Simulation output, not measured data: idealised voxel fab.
process module | voxel air gaps
cross-section cut | 175 nm wide | cells 5 nm
A cross-section is a grid of square cells, given in bands from the top down. A band is one or more rows of cells.
Each band's line starts with the height of the band's top and of its bottom, in nm. Then come its materials from left to right, each with its width in nm. One material with "throughout" fills the band from edge to edge. "air" is empty space.
Height 0 is the level under which the wafer as received is all one material. The lowest band goes on downwards, as in "0 down".
A width such as "30 to 40" changes by the same amount from each row of cells to the next, from the band's top row to its bottom row.
"no change" after a step means that no cell of the cross-section changed.
closed voids: empty space of 8 cells or more with no open way to the top, each as width x height at its distance from the left edge, in nm
after a step's settings: what the simulator itself notes on the step
overlay nm, on a step with a mask: how far to the right of its planned place the mask lay; to the left if negative
plan
1 op RECEIVE | material Si
2 op CONFORMAL_DEP | material SiO2 | thk nm 15
3 op CONFORMAL_DEP | material SiN | thk nm 5
4 op DIRECTIONAL_DEP | material SiO2 | thk nm 35
5 op MASKED_ETCH | tone open | mask id LINES | width nm 15 | pitch nm 40 | etch materials SiO2 | depth nm 35 | overlay nm 0
6 op CONFORMAL_DEP | material TiN | thk nm 5
7 op FILL_DEP | material Cu | thk nm 10
8 op CMP | height nm 55
9 op EPI | material Ru | thk nm 10
10 op SELECTIVE_ETCH | etch materials SiO2 | depth nm 45
11 op CONFORMAL_DEP | material SiCN | thk nm 5
as received, after step 1
  0 down: Si throughout
  closed voids: none
a wafer at the end: this start, this plan, one mistake
  60 to 55: SiCN throughout
  55 to 25: SiO2 20 | TiN 5 | Cu 5 | TiN 5 | SiO2 25 | TiN 5 | Cu 5 | TiN 5 | SiO2 25 | TiN 5 | Cu 5 | TiN 5 | SiO2 25 | TiN 5 | Cu 5 | TiN 5 | SiO2 20
  25 to 20: SiO2 20 | TiN 15 | SiO2 25 | TiN 15 | SiO2 25 | TiN 15 | SiO2 25 | TiN 15 | SiO2 20
  20 to 15: SiN throughout
  15 to 0: SiO2 throughout
  0 down: Si throughout
  closed voids: none
what went wrong: step 10 ran as: op SELECTIVE_ETCH | etch materials Ru | depth nm 45
